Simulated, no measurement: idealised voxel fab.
The process module presented herein is designated voxel gate over fins.
The figure presents cross-section cut, which has a width of 205 nm and is divided into square cells with an edge length of 5 nm.
Cross-sections here: square-cell grids, written as top-down lists of bands, a band being one or more rows of cells.
The entry gives the band's vertical extent as a top height and a bottom height in nm, then its horizontal make-up as materials from left to right, each with a width in nm. "empty" stands for empty space; a single material marked "edge to edge" fills the band edge to edge.
Ref level 0: as-received wafer is one material below here. Bottom band extends down with no lower bound ("0 nm and below").
Width: "30 to 40" (first number = top row, second number = bottom row, same change from row to row of cells).
The designation "changes: none", where it is given for a processing step, indicates that no cell of the cross-section was altered in the course of that step.
Listed in "Internal closed voids": every empty space of 8 or more cells without an open way to the top. Form: width x height at distance, the distance being from the left edge, all in nm.
On each step's line, the part that comes after the settings is the simulator's own comment on the step.
overlay nm: step with mask; distance mask lay right of planned place; negative value = left of planned place.

Planned step list for the process:
1,RECEIVE | material Si
2,CONFORMAL_DEP | material SiN | thk nm 10
3,PATTERN | tone cover | mask id FINS | material resist | width nm 15 | pitch nm 45 | thk nm 20 | overlay nm 0
4,DIRECTIONAL_ETCH | etch materials SiN | depth nm 10
5,DIRECTIONAL_ETCH | etch materials Si | depth nm 35
6,STRIP | etch materials resist
7,FILL_DEP | material SiO2 | thk nm 10
8,CMP | height nm 10
9,SELECTIVE_ETCH | etch materials SiO2 | depth nm 20
10,STRIP | etch materials SiN
11,CONFORMAL_DEP | material HfO2 | thk nm 5
12,CONFORMAL_DEP | material TiN | thk nm 5
13,FILL_DEP | material W | thk nm 15
14,CMP | height nm 20
15,CONFORMAL_DEP | material SiCN | thk nm 10

First out of two wafers; run went to plan:

As-received wafer cross-section (after step 1):
	0 nm and below  Si edge to edge
	Internal closed voids: none

after step 2:
	10 nm to 0 nm  SiN edge to edge
	Nothing below the height 0 has changed.

after step 3:
	30 nm to 10 nm  empty: 25, then resist: 15, then empty: 30, then resist: 15, then empty: 30, then resist: 15, then empty: 30, then resist: 15, then empty: 30
	Nothing below the height 10 has changed.

after step 4:
	30 nm to 10 nm  empty: 25, then resist: 15, then empty: 30, then resist: 15, then empty: 30, then resist: 15, then empty: 30, then resist: 15, then empty: 30
	10 nm to 0 nm  empty: 25, then SiN: 15, then empty: 30, then SiN: 15, then empty: 30, then SiN: 15, then empty: 30, then SiN: 15, then empty: 30
	Nothing below the height 0 has changed.

after step 5:
	30 nm to 10 nm  empty: 25, then resist: 15, then empty: 30, then resist: 15, then empty: 30, then resist: 15, then empty: 30, then resist: 15, then empty: 30
	10 nm to 0 nm  empty: 25, then SiN: 15, then empty: 30, then SiN: 15, then empty: 30, then SiN: 15, then empty: 30, then SiN: 15, then empty: 30
	0 nm to -35 nm  empty: 25, then Si: 15, then empty: 30, then Si: 15, then empty: 30, then Si: 15, then empty: 30, then Si: 15, then empty: 30
	Nothing below the height -35 has changed.

after step 6:
	10 nm to 0 nm  empty: 25, then SiN: 15, then empty: 30, then SiN: 15, then empty: 30, then SiN: 15, then empty: 30, then SiN: 15, then empty: 30
	Nothing below the height 0 has changed.

after step 7:
	20 nm to 10 nm  SiO2 edge to edge
	10 nm to 0 nm  SiO2: 25, then SiN: 15, then SiO2: 30, then SiN: 15, then SiO2: 30, then SiN: 15, then SiO2: 30, then SiN: 15, then SiO2: 30
	0 nm to -35 nm  SiO2: 25, then Si: 15, then SiO2: 30, then Si: 15, then SiO2: 30, then Si: 15, then SiO2: 30, then Si: 15, then SiO2: 30
	Nothing below the height -35 has changed.

after step 8:
	10 nm to 0 nm  SiO2: 25, then SiN: 15, then SiO2: 30, then SiN: 15, then SiO2: 30, then SiN: 15, then SiO2: 30, then SiN: 15, then SiO2: 30
	Nothing below the height 0 has changed.

after step 9:
	10 nm to 0 nm  empty: 25, then SiN: 15, then empty: 30, then SiN: 15, then empty: 30, then SiN: 15, then empty: 30, then SiN: 15, then empty: 30
	0 nm to -10 nm  empty: 25, then Si: 15, then empty: 30, then Si: 15, then empty: 30, then Si: 15, then empty: 30, then Si: 15, then empty: 30
	Nothing below the height -10 has changed.

after step 10:
	0 nm to -10 nm  empty: 25, then Si: 15, then empty: 30, then Si: 15, then empty: 30, then Si: 15, then empty: 30, then Si: 15, then empty: 30
	Nothing below the height -10 has changed.

after step 11:
	5 nm to 0 nm  empty: 20, then HfO2: 25, then empty: 20, then HfO2: 25, then empty: 20, then HfO2: 25, then empty: 20, then HfO2: 25, then empty: 25
	0 nm to -5 nm  empty: 20, then HfO2: 5, then Si: 15, then HfO2: 5, then empty: 20, then HfO2: 5, then Si: 15, then HfO2: 5, then empty: 20, then HfO2: 5, then Si: 15, then HfO2: 5, then empty: 20, then HfO2: 5, then Si: 15, then HfO2: 5, then empty: 25
	-5 nm to -10 nm  HfO2: 25, then Si: 15, then HfO2: 30, then Si: 15, then HfO2: 30, then Si: 15, then HfO2: 30, then Si: 15, then HfO2: 30
	Nothing below the height -10 has changed.

after step 12:
	10 nm to 5 nm  empty: 15, then TiN: 35, then empty: 10, then TiN: 35, then empty: 10, then TiN: 35, then empty: 10, then TiN: 35, then empty: 20
	5 nm to 0 nm  empty: 15, then TiN: 5, then HfO2: 25, then TiN: 5, then empty: 10, then TiN: 5, then HfO2: 25, then TiN: 5, then empty: 10, then TiN: 5, then HfO2: 25, then TiN: 5, then empty: 10, then TiN: 5, then HfO2: 25, then TiN: 5, then empty: 20
	0 nm to -5 nm  TiN: 20, then HfO2: 5, then Si: 15, then HfO2: 5, then TiN: 20, then HfO2: 5, then Si: 15, then HfO2: 5, then TiN: 20, then HfO2: 5, then Si: 15, then HfO2: 5, then TiN: 20, then HfO2: 5, then Si: 15, then HfO2: 5, then TiN: 25
	Nothing below the height -5 has changed.

after step 13:
	25 nm to 10 nm  W edge to edge
	10 nm to 5 nm  W: 15, then TiN: 35, then W: 10, then TiN: 35, then W: 10, then TiN: 35, then W: 10, then TiN: 35, then W: 20
	5 nm to 0 nm  W: 15, then TiN: 5, then HfO2: 25, then TiN: 5, then W: 10, then TiN: 5, then HfO2: 25, then TiN: 5, then W: 10, then TiN: 5, then HfO2: 25, then TiN: 5, then W: 10, then TiN: 5, then HfO2: 25, then TiN: 5, then W: 20
	Nothing below the height 0 has changed.

after step 14:
	20 nm to 10 nm  W edge to edge
	Nothing below the height 10 has changed.

after step 15:
	30 nm to 20 nm  SiCN edge to edge
	Nothing below the height 20 has changed.

Wafer two of the pair: same origin, same plan, one error during the run; identical to wafer one up to and including step 8:

Second wafer cross-section, taken as of the time the plan sets for step 9 to be done:
	10 nm to 0 nm  SiO2: 25, then empty: 15, then SiO2: 30, then empty: 15, then SiO2: 30, then empty: 15, then SiO2: 30, then empty: 15, then SiO2: 30
	Nothing below the height 0 has changed.

Second wafer cross-section, taken as of the time the plan sets for step 10 to be done:
	0 nm to -10 nm  empty: 25, then Si: 15, then empty: 30, then Si: 15, then empty: 30, then Si: 15, then empty: 30, then Si: 15, then empty: 30
	-10 nm to -20 nm  SiO2: 5, then empty: 20, then Si: 15, then empty: 30, then Si: 15, then empty: 30, then Si: 15, then empty: 30, then Si: 15, then empty: 20, then SiO2: 10
	Nothing below the height -20 has changed.

Second wafer cross-section, taken as of the time the plan sets for step 11 to be done:
	5 nm to 0 nm  empty: 20, then HfO2: 25, then empty: 20, then HfO2: 25, then empty: 20, then HfO2: 25, then empty: 20, then HfO2: 25, then empty: 25
	0 nm to -5 nm  empty: 20, then HfO2: 5, then Si: 15, then HfO2: 5, then empty: 20, then HfO2: 5, then Si: 15, then HfO2: 5, then empty: 20, then HfO2: 5, then Si: 15, then HfO2: 5, then empty: 20, then HfO2: 5, then Si: 15, then HfO2: 5, then empty: 25
	-5 nm to -10 nm  HfO2: 10, then empty: 10, then HfO2: 5, then Si: 15, then HfO2: 5, then empty: 20, then HfO2: 5, then Si: 15, then HfO2: 5, then empty: 20, then HfO2: 5, then Si: 15, then HfO2: 5, then empty: 20, then HfO2: 5, then Si: 15, then HfO2: 5, then empty: 10, then HfO2: 15
	-10 nm to -15 nm  SiO2: 5, then HfO2: 5, then empty: 10, then HfO2: 5, then Si: 15, then HfO2: 5, then empty: 20, then HfO2: 5, then Si: 15, then HfO2: 5, then empty: 20, then HfO2: 5, then Si: 15, then HfO2: 5, then empty: 20, then HfO2: 5, then Si: 15, then HfO2: 5, then empty: 10, then HfO2: 5, then SiO2: 10
	-15 nm to -20 nm  SiO2: 5, then HfO2: 20, then Si: 15, then HfO2: 30, then Si: 15, then HfO2: 30, then Si: 15, then HfO2: 30, then Si: 15, then HfO2: 20, then SiO2: 10
	Nothing below the height -20 has changed.

Second wafer cross-section, taken as of the time the plan sets for step 12 to be done:
	10 nm to 5 nm  empty: 15, then TiN: 35, then empty: 10, then TiN: 35, then empty: 10, then TiN: 35, then empty: 10, then TiN: 35, then empty: 20
	5 nm to 0 nm  empty: 15, then TiN: 5, then HfO2: 25, then TiN: 5, then empty: 10, then TiN: 5, then HfO2: 25, then TiN: 5, then empty: 10, then TiN: 5, then HfO2: 25, then TiN: 5, then empty: 10, then TiN: 5, then HfO2: 25, then TiN: 5, then empty: 20
	0 nm to -5 nm  TiN: 20, then HfO2: 5, then Si: 15, then HfO2: 5, then TiN: 5, then empty: 10, then TiN: 5, then HfO2: 5, then Si: 15, then HfO2: 5, then TiN: 5, then empty: 10, then TiN: 5, then HfO2: 5, then Si: 15, then HfO2: 5, then TiN: 5, then empty: 10, then TiN: 5, then HfO2: 5, then Si: 15, then HfO2: 5, then TiN: 25
	-5 nm to -10 nm  HfO2: 10, then TiN: 10, then HfO2: 5, then Si: 15, then HfO2: 5, then TiN: 5, then empty: 10, then TiN: 5, then HfO2: 5, then Si: 15, then HfO2: 5, then TiN: 5, then empty: 10, then TiN: 5, then HfO2: 5, then Si: 15, then HfO2: 5, then TiN: 5, then empty: 10, then TiN: 5, then HfO2: 5, then Si: 15, then HfO2: 5, then TiN: 10, then HfO2: 15
	-10 nm to -15 nm  SiO2: 5, then HfO2: 5, then TiN: 10, then HfO2: 5, then Si: 15, then HfO2: 5, then TiN: 20, then HfO2: 5, then Si: 15, then HfO2: 5, then TiN: 20, then HfO2: 5, then Si: 15, then HfO2: 5, then TiN: 20, then HfO2: 5, then Si: 15, then HfO2: 5, then TiN: 10, then HfO2: 5, then SiO2: 10
	Nothing below the height -15 has changed.

Second wafer cross-section, taken as of the time the plan sets for step 13 to be done:
	25 nm to 10 nm  W edge to edge
	10 nm to 5 nm  W: 15, then TiN: 35, then W: 10, then TiN: 35, then W: 10, then TiN: 35, then W: 10, then TiN: 35, then W: 20
	5 nm to 0 nm  W: 15, then TiN: 5, then HfO2: 25, then TiN: 5, then W: 10, then TiN: 5, then HfO2: 25, then TiN: 5, then W: 10, then TiN: 5, then HfO2: 25, then TiN: 5, then W: 10, then TiN: 5, then HfO2: 25, then TiN: 5, then W: 20
	0 nm to -5 nm  TiN: 20, then HfO2: 5, then Si: 15, then HfO2: 5, then TiN: 5, then W: 10, then TiN: 5, then HfO2: 5, then Si: 15, then HfO2: 5, then TiN: 5, then W: 10, then TiN: 5, then HfO2: 5, then Si: 15, then HfO2: 5, then TiN: 5, then W: 10, then TiN: 5, then HfO2: 5, then Si: 15, then HfO2: 5, then TiN: 25
	-5 nm to -10 nm  HfO2: 10, then TiN: 10, then HfO2: 5, then Si: 15, then HfO2: 5, then TiN: 5, then W: 10, then TiN: 5, then HfO2: 5, then Si: 15, then HfO2: 5, then TiN: 5, then W: 10, then TiN: 5, then HfO2: 5, then Si: 15, then HfO2: 5, then TiN: 5, then W: 10, then TiN: 5, then HfO2: 5, then Si: 15, then HfO2: 5, then TiN: 10, then HfO2: 15
	Nothing below the height -10 has changed.

Second wafer cross-section, taken as of the time the plan sets for step 14 to be done:
	20 nm to 10 nm  W edge to edge
	Nothing below the height 10 has changed.

Second wafer cross-section, taken as of the time the plan sets for step 15 to be done:
	30 nm to 20 nm  SiCN edge to edge
	Nothing below the height 20 has changed.
Here's what went sideways: the intended sequence of steps 9 and 10 was reversed during processing, with each occupying the position of the other
At the finish, the second wafer shows more or fewer cells for some materials than the first does: 20 more of HfO2; 52 fewer of SiO2; 20 more of TiN; 12 more of W
